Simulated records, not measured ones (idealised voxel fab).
process module | voxel trench capacitor
Square cell edge 5 nm, section width 255 nm, ID cut.
Heads up, the way a cross-section reads in here is a grid of square cells, handed over as bands from the top down, with every band being one or more rows of cells.
Top height, bottom height, nm. Materials left to right, width each, nm. Single material + "everywhere" = fills band edge to edge. "blank" = empty.
Counting heights begins at 0, where everything beneath is, in the wafer as received, one material. The lowest band has no bottom; it goes on downwards, as "0 nm and below" shows.
A width given as "30 to 40" starts at the first number in the band's top row and ends at the second number in its bottom row, shifting by an equal amount at every step from row to row.
Basically "nothing changed" means that step didn't change any cell in the cross-section.
"Sealed void listing" contains a list of empty spaces, each no smaller than 8 cells and without an open way to the top, written in the form width x height at distance with the distance from the left edge and all three in nm.
What comes after the settings on a step's line is commentary from the simulator itself on that step.
overlay nm: mask right of planned place by this much (step with mask). Neg. = left.

### plan
1,RECEIVE | material Si
2,CONFORMAL_DEP | material SiN | thk nm 10
3,DIRECTIONAL_DEP | material aC | thk nm 10
4,PATTERN | tone open | mask id TRENCH | material resist | width nm 30 | pitch nm 55 | thk nm 25 | overlay nm 0
5,DIRECTIONAL_ETCH | etch materials aC | depth nm 10
6,STRIP | etch materials resist
7,DIRECTIONAL_ETCH | etch materials SiN | depth nm 10
8,DIRECTIONAL_ETCH | etch materials Si | depth nm 40
9,STRIP | etch materials aC
10,CONFORMAL_DEP | material Al2O3 | thk nm 5
11,CONFORMAL_DEP | material TiN | thk nm 5
12,FILL_DEP | material W | thk nm 5
13,CMP | height nm 10

### Wafer cross-section on receipt, i.e. after step 1
> 0 nm and below  Si everywhere
> Sealed void listing: none

### Post-module cross-section: identical start and plan to those above, one misstep in execution
> 10 nm to 0 nm  90 SiN, then 5 Al2O3, then 5 TiN, then 10 W, then 5 TiN, then 5 Al2O3, then 25 SiN, then 5 Al2O3, then 5 TiN, then 10 W, then 5 TiN, then 5 Al2O3, then 80 SiN
> 0 nm to -30 nm  90 Si, then 5 Al2O3, then 5 TiN, then 10 W, then 5 TiN, then 5 Al2O3, then 25 Si, then 5 Al2O3, then 5 TiN, then 10 W, then 5 TiN, then 5 Al2O3, then 80 Si
> -30 nm to -35 nm  90 Si, then 5 Al2O3, then 20 TiN, then 5 Al2O3, then 25 Si, then 5 Al2O3, then 20 TiN, then 5 Al2O3, then 80 Si
> -35 nm to -40 nm  90 Si, then 30 Al2O3, then 25 Si, then 30 Al2O3, then 80 Si
> -40 nm and below  Si everywhere
> Sealed void listing: none
Deviation from plan: step 4 changed vs plan, executed as PATTERN | tone open | mask id TRENCH | material resist | width nm 30 | pitch nm 55 | thk nm 25 | overlay nm 5
